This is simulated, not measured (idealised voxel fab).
The following is a process module called voxel gate over fins.
Cross-sectional view cut (width: 220 nm; square cell size: 5 nm).
In this document a cross-section is written as a grid of square cells. It is given as a series of bands, listed from the top down, and a band is one or more rows of cells. What a band's entry tells you: where the top is and where the bottom is, as heights in nm, and after that what lies inside, material by material from left to right, each with its width in nm. Empty space is written as the word "air", and a single material marked with the word "full width" occupies the band from edge to edge. Heights from 0 (as-received wafer is one material below). Bottom band endless downward, as "from 0 down". You'd read "30->40" like this: the band's top row of cells is as wide as the first number, its bottom row is as wide as the second, and going down, every row changes width by the same amount as the row before did. When a step is marked "no alterations made", none of the cells in the cross-section changed during that step. "Sealed-off cavities" specifies each empty space that is not open to the top and that occupies no fewer than 8 cells, using the form width x height at distance, the distance measured from the left edge and all three quantities in nm. Text after the settings on a step's line: the simulator's own remark on that step. On any step carrying a mask, the "overlay nm" setting, if present on the step's line, tells how far right of its planned place the mask lay; negative values point to the left.

[Listed below are the process steps as planned]
1 RECEIVE (material Si)
2 CONFORMAL_DEP (material SiN; thk nm 10)
3 PATTERN (tone cover; mask id FINS; material resist; width nm 15; pitch nm 50; thk nm 15; overlay nm 0)
4 DIRECTIONAL_ETCH (etch materials SiN; depth nm 10)
5 DIRECTIONAL_ETCH (etch materials Si; depth nm 35)
6 STRIP (etch materials resist)
7 OXIDIZE (depth nm 5)
8 FILL_DEP (material SiO2; thk nm 10)
9 CMP (height nm 10)
10 PATTERN (tone open; mask id RAIL; material resist; width nm 15; thk nm 20; overlay nm 0)
11 DIRECTIONAL_ETCH (etch materials SiO2; depth nm 40)
12 STRIP (etch materials resist)
13 CONFORMAL_DEP (material TiN; thk nm 5)
14 FILL_DEP (material W; thk nm 5)
15 CMP (height nm 10)
16 SELECTIVE_ETCH (etch materials W Ru TiN; depth nm 30)
17 FILL_DEP (material SiO2; thk nm 5)
18 CMP (height nm 10)
19 SELECTIVE_ETCH (etch materials SiO2; depth nm 25)
20 STRIP (etch materials SiN)
21 CONFORMAL_DEP (material HfO2; thk nm 5)
22 CONFORMAL_DEP (material TiN; thk nm 5)
23 FILL_DEP (material W; thk nm 15)
24 CMP (height nm 20)
25 CONFORMAL_DEP (material SiCN; thk nm 10)

[First of two wafers, processed according to plan]

[Wafer at receipt (post step 1), cross-section]
- from 0 down  Si full width
- Sealed-off cavities: none

[So this is the wafer cross-section right after step 2]
- from 10 to 0  SiN full width
- For the remainder of the cross-section, below 0, there is no change.

[So this is the wafer cross-section right after step 3]
- from 25 to 10  air=25; resist=15; air=35; resist=15; air=35; resist=15; air=35; resist=15; air=30
- For the remainder of the cross-section, below 10, there is no change.

[So this is the wafer cross-section right after step 4]
- from 25 to 10  air=25; resist=15; air=35; resist=15; air=35; resist=15; air=35; resist=15; air=30
- from 10 to 0  air=25; SiN=15; air=35; SiN=15; air=35; SiN=15; air=35; SiN=15; air=30
- For the remainder of the cross-section, below 0, there is no change.

[So this is the wafer cross-section right after step 5]
- from 25 to 10  air=25; resist=15; air=35; resist=15; air=35; resist=15; air=35; resist=15; air=30
- from 10 to 0  air=25; SiN=15; air=35; SiN=15; air=35; SiN=15; air=35; SiN=15; air=30
- from 0 to -35  air=25; Si=15; air=35; Si=15; air=35; Si=15; air=35; Si=15; air=30
- For the remainder of the cross-section, below -35, there is no change.

[So this is the wafer cross-section right after step 6]
- from 10 to 0  air=25; SiN=15; air=35; SiN=15; air=35; SiN=15; air=35; SiN=15; air=30
- For the remainder of the cross-section, below 0, there is no change.

[So this is the wafer cross-section right after step 7]
- from 10 to 0  air=25; SiN=15; air=35; SiN=15; air=35; SiN=15; air=35; SiN=15; air=30
- from 0 to -35  air=25; SiO2=5; Si=5; SiO2=5; air=35; SiO2=5; Si=5; SiO2=5; air=35; SiO2=5; Si=5; SiO2=5; air=35; SiO2=5; Si=5; SiO2=5; air=30
- from -35 to -40  SiO2=30; Si=5; SiO2=45; Si=5; SiO2=45; Si=5; SiO2=45; Si=5; SiO2=35
- For the remainder of the cross-section, below -40, there is no change.

[So this is the wafer cross-section right after step 8]
- from 20 to 10  SiO2 full width
- from 10 to 0  SiO2=25; SiN=15; SiO2=35; SiN=15; SiO2=35; SiN=15; SiO2=35; SiN=15; SiO2=30
- from 0 to -40  SiO2=30; Si=5; SiO2=45; Si=5; SiO2=45; Si=5; SiO2=45; Si=5; SiO2=35
- For the remainder of the cross-section, below -40, there is no change.

[So this is the wafer cross-section right after step 9]
- from 10 to 0  SiO2=25; SiN=15; SiO2=35; SiN=15; SiO2=35; SiN=15; SiO2=35; SiN=15; SiO2=30
- For the remainder of the cross-section, below 0, there is no change.

[So this is the wafer cross-section right after step 10]
- from 30 to 10  resist=50; air=15; resist=155
- For the remainder of the cross-section, below 10, there is no change.

[So this is the wafer cross-section right after step 11]
- from 30 to 10  resist=50; air=15; resist=155
- from 10 to 0  SiO2=25; SiN=15; SiO2=10; air=15; SiO2=10; SiN=15; SiO2=35; SiN=15; SiO2=35; SiN=15; SiO2=30
- from 0 to -30  SiO2=30; Si=5; SiO2=15; air=15; SiO2=15; Si=5; SiO2=45; Si=5; SiO2=45; Si=5; SiO2=35
- For the remainder of the cross-section, below -30, there is no change.

[So this is the wafer cross-section right after step 12]
- from 10 to 0  SiO2=25; SiN=15; SiO2=10; air=15; SiO2=10; SiN=15; SiO2=35; SiN=15; SiO2=35; SiN=15; SiO2=30
- For the remainder of the cross-section, below 0, there is no change.

[So this is the wafer cross-section right after step 13]
- from 15 to 10  TiN=55; air=5; TiN=160
- from 10 to 0  SiO2=25; SiN=15; SiO2=10; TiN=5; air=5; TiN=5; SiO2=10; SiN=15; SiO2=35; SiN=15; SiO2=35; SiN=15; SiO2=30
- from 0 to -25  SiO2=30; Si=5; SiO2=15; TiN=5; air=5; TiN=5; SiO2=15; Si=5; SiO2=45; Si=5; SiO2=45; Si=5; SiO2=35
- from -25 to -30  SiO2=30; Si=5; SiO2=15; TiN=15; SiO2=15; Si=5; SiO2=45; Si=5; SiO2=45; Si=5; SiO2=35
- For the remainder of the cross-section, below -30, there is no change.

[So this is the wafer cross-section right after step 14]
- from 20 to 15  W full width
- from 15 to 10  TiN=55; W=5; TiN=160
- from 10 to 0  SiO2=25; SiN=15; SiO2=10; TiN=5; W=5; TiN=5; SiO2=10; SiN=15; SiO2=35; SiN=15; SiO2=35; SiN=15; SiO2=30
- from 0 to -25  SiO2=30; Si=5; SiO2=15; TiN=5; W=5; TiN=5; SiO2=15; Si=5; SiO2=45; Si=5; SiO2=45; Si=5; SiO2=35
- For the remainder of the cross-section, below -25, there is no change.

[So this is the wafer cross-section right after step 15]
- from 10 to 0  SiO2=25; SiN=15; SiO2=10; TiN=5; W=5; TiN=5; SiO2=10; SiN=15; SiO2=35; SiN=15; SiO2=35; SiN=15; SiO2=30
- For the remainder of the cross-section, below 0, there is no change.

[So this is the wafer cross-section right after step 16]
- from 10 to 0  SiO2=25; SiN=15; SiO2=10; air=15; SiO2=10; SiN=15; SiO2=35; SiN=15; SiO2=35; SiN=15; SiO2=30
- from 0 to -20  SiO2=30; Si=5; SiO2=15; air=15; SiO2=15; Si=5; SiO2=45; Si=5; SiO2=45; Si=5; SiO2=35
- For the remainder of the cross-section, below -20, there is no change.

[So this is the wafer cross-section right after step 17]
- from 15 to 10  SiO2 full width
- from 10 to 0  SiO2=25; SiN=15; SiO2=35; SiN=15; SiO2=35; SiN=15; SiO2=35; SiN=15; SiO2=30
- from 0 to -20  SiO2=30; Si=5; SiO2=45; Si=5; SiO2=45; Si=5; SiO2=45; Si=5; SiO2=35
- For the remainder of the cross-section, below -20, there is no change.

[So this is the wafer cross-section right after step 18]
- from 10 to 0  SiO2=25; SiN=15; SiO2=35; SiN=15; SiO2=35; SiN=15; SiO2=35; SiN=15; SiO2=30
- For the remainder of the cross-section, below 0, there is no change.

[So this is the wafer cross-section right after step 19]
- from 10 to 0  air=25; SiN=15; air=35; SiN=15; air=35; SiN=15; air=35; SiN=15; air=30
- from 0 to -15  air=30; Si=5; air=45; Si=5; air=45; Si=5; air=45; Si=5; air=35
- For the remainder of the cross-section, below -15, there is no change.

[So this is the wafer cross-section right after step 20]
- from 0 to -15  air=30; Si=5; air=45; Si=5; air=45; Si=5; air=45; Si=5; air=35
- For the remainder of the cross-section, below -15, there is no change.

[So this is the wafer cross-section right after step 21]
- from 5 to 0  air=25; HfO2=15; air=35; HfO2=15; air=35; HfO2=15; air=35; HfO2=15; air=30
- from 0 to -10  air=25; HfO2=5; Si=5; HfO2=5; air=35; HfO2=5; Si=5; HfO2=5; air=35; HfO2=5; Si=5; HfO2=5; air=35; HfO2=5; Si=5; HfO2=5; air=30
- from -10 to -15  HfO2=30; Si=5; HfO2=45; Si=5; HfO2=45; Si=5; HfO2=45; Si=5; HfO2=35
- For the remainder of the cross-section, below -15, there is no change.

[So this is the wafer cross-section right after step 22]
- from 10 to 5  air=20; TiN=25; air=25; TiN=25; air=25; TiN=25; air=25; TiN=25; air=25
- from 5 to 0  air=20; TiN=5; HfO2=15; TiN=5; air=25; TiN=5; HfO2=15; TiN=5; air=25; TiN=5; HfO2=15; TiN=5; air=25; TiN=5; HfO2=15; TiN=5; air=25
- from 0 to -5  air=20; TiN=5; HfO2=5; Si=5; HfO2=5; TiN=5; air=25; TiN=5; HfO2=5; Si=5; HfO2=5; TiN=5; air=25; TiN=5; HfO2=5; Si=5; HfO2=5; TiN=5; air=25; TiN=5; HfO2=5; Si=5; HfO2=5; TiN=5; air=25
- from -5 to -10  TiN=25; HfO2=5; Si=5; HfO2=5; TiN=35; HfO2=5; Si=5; HfO2=5; TiN=35; HfO2=5; Si=5; HfO2=5; TiN=35; HfO2=5; Si=5; HfO2=5; TiN=30
- For the remainder of the cross-section, below -10, there is no change.

[So this is the wafer cross-section right after step 23]
- from 25 to 10  W full width
- from 10 to 5  W=20; TiN=25; W=25; TiN=25; W=25; TiN=25; W=25; TiN=25; W=25
- from 5 to 0  W=20; TiN=5; HfO2=15; TiN=5; W=25; TiN=5; HfO2=15; TiN=5; W=25; TiN=5; HfO2=15; TiN=5; W=25; TiN=5; HfO2=15; TiN=5; W=25
- from 0 to -5  W=20; TiN=5; HfO2=5; Si=5; HfO2=5; TiN=5; W=25; TiN=5; HfO2=5; Si=5; HfO2=5; TiN=5; W=25; TiN=5; HfO2=5; Si=5; HfO2=5; TiN=5; W=25; TiN=5; HfO2=5; Si=5; HfO2=5; TiN=5; W=25
- For the remainder of the cross-section, below -5, there is no change.

[So this is the wafer cross-section right after step 24]
- from 20 to 10  W full width
- For the remainder of the cross-section, below 10, there is no change.

[So this is the wafer cross-section right after step 25]
- from 30 to 20  SiCN full width
- For the remainder of the cross-section, below 20, there is no change.

[Now the other wafer: same start, same recipe, but we messed up one thing when running it. Up to and including step 4 it's the same as the first one]

[when step 5 should have ended]
- from 25 to 10  air=25; resist=15; air=35; resist=15; air=35; resist=15; air=35; resist=15; air=30
- from 10 to 0  air=25; SiN=15; air=35; SiN=15; air=35; SiN=15; air=35; SiN=15; air=30
- from 0 to -70  air=25; Si=15; air=35; Si=15; air=35; Si=15; air=35; Si=15; air=30
- For the remainder of the cross-section, below -70, there is no change.

[when step 6 should have ended]
- from 10 to 0  air=25; SiN=15; air=35; SiN=15; air=35; SiN=15; air=35; SiN=15; air=30
- For the remainder of the cross-section, below 0, there is no change.

[when step 7 should have ended]
- from 10 to 0  air=25; SiN=15; air=35; SiN=15; air=35; SiN=15; air=35; SiN=15; air=30
- from 0 to -70  air=25; SiO2=5; Si=5; SiO2=5; air=35; SiO2=5; Si=5; SiO2=5; air=35; SiO2=5; Si=5; SiO2=5; air=35; SiO2=5; Si=5; SiO2=5; air=30
- from -70 to -75  SiO2=30; Si=5; SiO2=45; Si=5; SiO2=45; Si=5; SiO2=45; Si=5; SiO2=35
- For the remainder of the cross-section, below -75, there is no change.

[when step 8 should have ended]
- from 20 to 10  SiO2 full width
- from 10 to 0  SiO2=25; SiN=15; SiO2=35; SiN=15; SiO2=35; SiN=15; SiO2=35; SiN=15; SiO2=30
- from 0 to -75  SiO2=30; Si=5; SiO2=45; Si=5; SiO2=45; Si=5; SiO2=45; Si=5; SiO2=35
- For the remainder of the cross-section, below -75, there is no change.

[when step 9 should have ended]
- from 10 to 0  SiO2=25; SiN=15; SiO2=35; SiN=15; SiO2=35; SiN=15; SiO2=35; SiN=15; SiO2=30
- For the remainder of the cross-section, below 0, there is no change.

[when step 10 should have ended]
- from 30 to 10  resist=50; air=15; resist=155
- For the remainder of the cross-section, below 10, there is no change.

[when step 11 should have ended]
- from 30 to 10  resist=50; air=15; resist=155
- from 10 to 0  SiO2=25; SiN=15; SiO2=10; air=15; SiO2=10; SiN=15; SiO2=35; SiN=15; SiO2=35; SiN=15; SiO2=30
- from 0 to -30  SiO2=30; Si=5; SiO2=15; air=15; SiO2=15; Si=5; SiO2=45; Si=5; SiO2=45; Si=5; SiO2=35
- For the remainder of the cross-section, below -30, there is no change.

[when step 12 should have ended]
- from 10 to 0  SiO2=25; SiN=15; SiO2=10; air=15; SiO2=10; SiN=15; SiO2=35; SiN=15; SiO2=35; SiN=15; SiO2=30
- For the remainder of the cross-section, below 0, there is no change.

[when step 13 should have ended]
- from 15 to 10  TiN=55; air=5; TiN=160
- from 10 to 0  SiO2=25; SiN=15; SiO2=10; TiN=5; air=5; TiN=5; SiO2=10; SiN=15; SiO2=35; SiN=15; SiO2=35; SiN=15; SiO2=30
- from 0 to -25  SiO2=30; Si=5; SiO2=15; TiN=5; air=5; TiN=5; SiO2=15; Si=5; SiO2=45; Si=5; SiO2=45; Si=5; SiO2=35
- from -25 to -30  SiO2=30; Si=5; SiO2=15; TiN=15; SiO2=15; Si=5; SiO2=45; Si=5; SiO2=45; Si=5; SiO2=35
- For the remainder of the cross-section, below -30, there is no change.

[when step 14 should have ended]
- from 20 to 15  W full width
- from 15 to 10  TiN=55; W=5; TiN=160
- from 10 to 0  SiO2=25; SiN=15; SiO2=10; TiN=5; W=5; TiN=5; SiO2=10; SiN=15; SiO2=35; SiN=15; SiO2=35; SiN=15; SiO2=30
- from 0 to -25  SiO2=30; Si=5; SiO2=15; TiN=5; W=5; TiN=5; SiO2=15; Si=5; SiO2=45; Si=5; SiO2=45; Si=5; SiO2=35
- For the remainder of the cross-section, below -25, there is no change.

[when step 15 should have ended]
- from 10 to 0  SiO2=25; SiN=15; SiO2=10; TiN=5; W=5; TiN=5; SiO2=10; SiN=15; SiO2=35; SiN=15; SiO2=35; SiN=15; SiO2=30
- For the remainder of the cross-section, below 0, there is no change.

[when step 16 should have ended]
- from 10 to 0  SiO2=25; SiN=15; SiO2=10; air=15; SiO2=10; SiN=15; SiO2=35; SiN=15; SiO2=35; SiN=15; SiO2=30
- from 0 to -20  SiO2=30; Si=5; SiO2=15; air=15; SiO2=15; Si=5; SiO2=45; Si=5; SiO2=45; Si=5; SiO2=35
- For the remainder of the cross-section, below -20, there is no change.

[when step 17 should have ended]
- from 15 to 10  SiO2 full width
- from 10 to 0  SiO2=25; SiN=15; SiO2=35; SiN=15; SiO2=35; SiN=15; SiO2=35; SiN=15; SiO2=30
- from 0 to -20  SiO2=30; Si=5; SiO2=45; Si=5; SiO2=45; Si=5; SiO2=45; Si=5; SiO2=35
- For the remainder of the cross-section, below -20, there is no change.

[when step 18 should have ended]
- from 10 to 0  SiO2=25; SiN=15; SiO2=35; SiN=15; SiO2=35; SiN=15; SiO2=35; SiN=15; SiO2=30
- For the remainder of the cross-section, below 0, there is no change.

[when step 19 should have ended]
- from 10 to 0  air=25; SiN=15; air=35; SiN=15; air=35; SiN=15; air=35; SiN=15; air=30
- from 0 to -15  air=30; Si=5; air=45; Si=5; air=45; Si=5; air=45; Si=5; air=35
- For the remainder of the cross-section, below -15, there is no change.

[when step 20 should have ended]
- from 0 to -15  air=30; Si=5; air=45; Si=5; air=45; Si=5; air=45; Si=5; air=35
- For the remainder of the cross-section, below -15, there is no change.

[when step 21 should have ended]
- from 5 to 0  air=25; HfO2=15; air=35; HfO2=15; air=35; HfO2=15; air=35; HfO2=15; air=30
- from 0 to -10  air=25; HfO2=5; Si=5; HfO2=5; air=35; HfO2=5; Si=5; HfO2=5; air=35; HfO2=5; Si=5; HfO2=5; air=35; HfO2=5; Si=5; HfO2=5; air=30
- from -10 to -15  HfO2=30; Si=5; HfO2=45; Si=5; HfO2=45; Si=5; HfO2=45; Si=5; HfO2=35
- For the remainder of the cross-section, below -15, there is no change.

[when step 22 should have ended]
- from 10 to 5  air=20; TiN=25; air=25; TiN=25; air=25; TiN=25; air=25; TiN=25; air=25
- from 5 to 0  air=20; TiN=5; HfO2=15; TiN=5; air=25; TiN=5; HfO2=15; TiN=5; air=25; TiN=5; HfO2=15; TiN=5; air=25; TiN=5; HfO2=15; TiN=5; air=25
- from 0 to -5  air=20; TiN=5; HfO2=5; Si=5; HfO2=5; TiN=5; air=25; TiN=5; HfO2=5; Si=5; HfO2=5; TiN=5; air=25; TiN=5; HfO2=5; Si=5; HfO2=5; TiN=5; air=25; TiN=5; HfO2=5; Si=5; HfO2=5; TiN=5; air=25
- from -5 to -10  TiN=25; HfO2=5; Si=5; HfO2=5; TiN=35; HfO2=5; Si=5; HfO2=5; TiN=35; HfO2=5; Si=5; HfO2=5; TiN=35; HfO2=5; Si=5; HfO2=5; TiN=30
- For the remainder of the cross-section, below -10, there is no change.

[when step 23 should have ended]
- from 25 to 10  W full width
- from 10 to 5  W=20; TiN=25; W=25; TiN=25; W=25; TiN=25; W=25; TiN=25; W=25
- from 5 to 0  W=20; TiN=5; HfO2=15; TiN=5; W=25; TiN=5; HfO2=15; TiN=5; W=25; TiN=5; HfO2=15; TiN=5; W=25; TiN=5; HfO2=15; TiN=5; W=25
- from 0 to -5  W=20; TiN=5; HfO2=5; Si=5; HfO2=5; TiN=5; W=25; TiN=5; HfO2=5; Si=5; HfO2=5; TiN=5; W=25; TiN=5; HfO2=5; Si=5; HfO2=5; TiN=5; W=25; TiN=5; HfO2=5; Si=5; HfO2=5; TiN=5; W=25
- For the remainder of the cross-section, below -5, there is no change.

[when step 24 should have ended]
- from 20 to 10  W full width
- For the remainder of the cross-section, below 10, there is no change.

[when step 25 should have ended]
- from 30 to 20  SiCN full width
- For the remainder of the cross-section, below 20, there is no change.
What broke from the plan during processing? step 5 was run twice
Materials where the second wafer ends with more or fewer cells than the first: Si: 280 fewer | SiO2: 280 more
